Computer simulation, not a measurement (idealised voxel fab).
This is a process module. Its name is voxel released beams.
265 nm wide, 5 nm square cells: that's cross-section cut.
Throughout this document, each cross-section is represented as a grid of square cells and is presented as a sequence of bands enumerated from the top downward, where a band comprises one or more rows of cells. First you get the band's top height and its bottom height, in nm, and then the materials it's made of, left to right, with each width in nm. If you see a single material with "edge to edge", that one covers the band edge to edge. "empty" is empty space. Heights are expressed relative to 0, this being the level below which the as-received wafer comprises one material exclusively. The lowest band is unbounded in the downward direction and is denoted as in "0 down". Read "30..40" as a graded width: first number on top, second number at the bottom, same change between each pair of neighbouring rows. Key: "no modification" - step with no changed cell in the cross-section. The entry "Enclosed void catalog" lists the empty spaces that cover at least 8 cells and have no open path to the top. Each is written as width x height at distance, where the distance is measured from the left edge and all three values are in nm. The remark found on a step's line after its settings is issued by the simulator itself and pertains to that step. "overlay nm" on a masked step: distance the mask lay right of its planned place, negative for left.
## plan
1,RECEIVE: material Si
2,CONFORMAL_DEP: material SiN, thk nm 10
3,DIRECTIONAL_DEP: material SiO2, thk nm 15
4,PATTERN: tone open, mask id ANCHOR, material resist, width nm 40, thk nm 15, overlay nm 0
5,DIRECTIONAL_ETCH: etch materials SiO2, depth nm 15
6,STRIP: etch materials resist
7,CONFORMAL_DEP: material W, thk nm 15
8,DIRECTIONAL_DEP: material aC, thk nm 10
9,PATTERN: tone cover, mask id BEAM, material resist, width nm 90, thk nm 30, overlay nm 0
10,DIRECTIONAL_ETCH: etch materials aC, depth nm 10
11,STRIP: etch materials resist
12,DIRECTIONAL_ETCH: etch materials W, depth nm 15
13,STRIP: etch materials aC
14,STRIP: etch materials SiO2
## This is the cross-section of the wafer as we received it, i.e. after step 1
    0 down | Si edge to edge
    Enclosed void catalog: none
## Final wafer profile in cross-section after the module, from the same start and plan as above, with one mistake made during processing
    15 to 0 | empty 85 / W 90 / empty 90
    0 down | Si edge to edge
    Enclosed void catalog: none
So what did we get wrong on this run? step 6 ran with different settings than intended, the actual operation and settings being STRIP: etch materials SiN
